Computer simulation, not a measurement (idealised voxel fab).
process module | voxel gate over fins
cross-section cut | 165 nm wide | cells 5 nm
A cross-section is a grid of square cells, given in bands from the top down. A band is one or more rows of cells.
Each band's line starts with the height of the band's top and of its bottom, in nm. Then come its materials from left to right, each with its width in nm. One material with "throughout" fills the band from edge to edge. "air" is empty space.
Height 0 is the level under which the wafer as received is all one material. The lowest band goes on downwards, as in "0 down".
A width such as "30 to 40" changes by the same amount from each row of cells to the next, from the band's top row to its bottom row.
"no change" after a step means that no cell of the cross-section changed.
closed voids: empty space of 8 cells or more with no open way to the top, each as width x height at its distance from the left edge, in nm
after a step's settings: what the simulator itself notes on the step
overlay nm, on a step with a mask: how far to the right of its planned place the mask lay; to the left if negative
plan
1 op RECEIVE | material Si
2 op CONFORMAL_DEP | material SiN | thk nm 5
3 op MASKED_ETCH | tone cover | mask id FINS | width nm 15 | pitch nm 40 | etch materials SiN | depth nm 5 | overlay nm 0
4 op MASKED_ETCH | tone cover | mask id FINS | width nm 15 | pitch nm 40 | etch materials Si | depth nm 30 | overlay nm 0
5 op OXIDIZE | depth nm 5
6 op FILL_DEP | material SiO2 | thk nm 10
7 op CMP | height nm 5
8 op SELECTIVE_ETCH | etch materials SiO2 | depth nm 15
9 op STRIP | etch materials SiN
10 op CONFORMAL_DEP | material HfO2 | thk nm 5
11 op CONFORMAL_DEP | material TiN | thk nm 5
12 op CONFORMAL_DEP | material TiAl | thk nm 5
13 op CONFORMAL_DEP | material TiN | thk nm 5
14 op FILL_DEP | material W | thk nm 10
15 op CMP | height nm 25
16 op CONFORMAL_DEP | material SiN | thk nm 10
varied across the wafers: thk nm of step 11. The plan shows the first wafer's value. All wafers start alike
first wafer as received, after step 1
  0 down: Si throughout
  closed voids: none
each wafer at the end: cells of each material gained (+) or lost (-) since it was received, then its closed voids
thk nm 5 | +45 HfO2 | -210 Si | +66 SiN | +150 SiO2 | +45 TiAl | +86 TiN | +49 W | closed voids: none
thk nm 10 | +45 HfO2 | -210 Si | +66 SiN | +150 SiO2 | +41 TiAl | +127 TiN | +12 W | closed voids: none
thk nm 15 | +45 HfO2 | -210 Si | +66 SiN | +150 SiO2 | +37 TiAl | +139 TiN | +4 W | closed voids: none
thk nm 20 | +45 HfO2 | -210 Si | +66 SiN | +150 SiO2 | +8 TiAl | +172 TiN | closed voids: none
